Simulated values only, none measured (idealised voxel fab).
process module | voxel capacitor over wiring
cross-section cut | 235 nm wide | cells 5 nm
A cross-section is a grid of square cells, given in bands from the top down. A band is one or more rows of cells.
Each band's line starts with the height of the band's top and of its bottom, in nm. Then come its materials from left to right, each with its width in nm. One material with "throughout" fills the band from edge to edge. "air" is empty space.
Height 0 is the level under which the wafer as received is all one material. The lowest band goes on downwards, as in "0 down".
A width such as "30 to 40" changes by the same amount from each row of cells to the next, from the band's top row to its bottom row.
"no change" after a step means that no cell of the cross-section changed.
closed voids: empty space of 8 cells or more with no open way to the top, each as width x height at its distance from the left edge, in nm
after a step's settings: what the simulator itself notes on the step
overlay nm, on a step with a mask: how far to the right of its planned place the mask lay; to the left if negative
plan
1 op RECEIVE | material Si
2 op CONFORMAL_DEP | material SiO2 | thk nm 15
3 op CONFORMAL_DEP | material SiN | thk nm 5
4 op DIRECTIONAL_DEP | material SiO2 | thk nm 15
5 op DIRECTIONAL_DEP | material aC | thk nm 10
6 op PATTERN | tone open | mask id METAL_1 | material resist | width nm 25 | pitch nm 90 | thk nm 30 | overlay nm 0
7 op DIRECTIONAL_ETCH | etch materials aC | depth nm 10
8 op STRIP | etch materials resist
9 op DIRECTIONAL_ETCH | etch materials SiO2 | depth nm 15
10 op DIRECTIONAL_ETCH | etch materials SiN | depth nm 5
11 op STRIP | etch materials aC
12 op CONFORMAL_DEP | material TiN | thk nm 5
13 op FILL_DEP | material Cu | thk nm 5
14 op CMP | height nm 35
15 op EPI | material Ru | thk nm 5
16 op FILL_DEP | material SiCN | thk nm 5
17 op DIRECTIONAL_DEP | material lowk | thk nm 15
18 op DIRECTIONAL_DEP | material aC | thk nm 10
19 op PATTERN | tone open | mask id PLUG_1 | material resist | width nm 15 | thk nm 30 | overlay nm 0
20 op DIRECTIONAL_ETCH | etch materials aC | depth nm 10
21 op STRIP | etch materials resist
22 op DIRECTIONAL_ETCH | etch materials lowk | depth nm 15
23 op DIRECTIONAL_ETCH | etch materials SiCN | depth nm 5
24 op STRIP | etch materials aC
25 op EPI | material Ru | thk nm 10
26 op EPI | material Ru | thk nm 10
27 op DIRECTIONAL_DEP | material TiN | thk nm 5
28 op DIRECTIONAL_DEP | material Al2O3 | thk nm 5
29 op DIRECTIONAL_DEP | material TiN | thk nm 10
30 op MASKED_ETCH | tone cover | mask id UPPER_PLATE | width nm 70 | etch materials TiN | depth nm 10 | overlay nm 0
31 op MASKED_ETCH | tone cover | mask id UPPER_PLATE | width nm 70 | etch materials Al2O3 | depth nm 5 | overlay nm 0
32 op DIRECTIONAL_DEP | material aC | thk nm 15
33 op PATTERN | tone cover | mask id LOWER_PLATE | material resist | width nm 80 | thk nm 35 | overlay nm 0
34 op DIRECTIONAL_ETCH | etch materials aC | depth nm 15
35 op STRIP | etch materials resist
36 op DIRECTIONAL_ETCH | etch materials TiN | depth nm 5
37 op STRIP | etch materials aC
38 op FILL_DEP | material SiO2 | thk nm 15
39 op CMP | height nm 90
40 op DIRECTIONAL_DEP | material aC | thk nm 15
41 op PATTERN | tone open | mask id PLUG_2 | material resist | width nm 15 | thk nm 35 | overlay nm 0
42 op DIRECTIONAL_ETCH | etch materials aC | depth nm 15
43 op STRIP | etch materials resist
44 op DIRECTIONAL_ETCH | etch materials SiO2 | depth nm 10
45 op STRIP | etch materials aC
46 op CONFORMAL_DEP | material TiN | thk nm 5
47 op FILL_DEP | material Ru | thk nm 5
48 op CMP | height nm 90
49 op CONFORMAL_DEP | material SiCN | thk nm 5
as received, after step 1
  0 down: Si throughout
  closed voids: none
a wafer at the end: this start, this plan, one mistake
  95 to 90: SiCN throughout
  90 to 85: SiO2 80 | TiN 5 | Ru 5 | TiN 5 | SiO2 140
  85 to 80: SiO2 80 | TiN 15 | SiO2 140
  80 to 75: SiO2 70 | Al2O3 70 | SiO2 95
  75 to 70: SiO2 65 | TiN 80 | SiO2 90
  70 to 60: TiN throughout
  60 to 45: lowk 70 | Ru 15 | lowk 150
  45 to 40: SiCN 70 | Ru 15 | SiCN 150
  40 to 35: SiCN 55 | Ru 35 | SiCN 55 | Ru 35 | SiCN 55
  35 to 20: SiO2 60 | TiN 5 | Cu 15 | TiN 5 | SiO2 65 | TiN 5 | Cu 15 | TiN 5 | SiO2 60
  20 to 15: SiN 60 | TiN 25 | SiN 65 | TiN 25 | SiN 60
  15 to 0: SiO2 throughout
  0 down: Si throughout
  closed voids: none
what went wrong: steps 28 and 29 were swapped
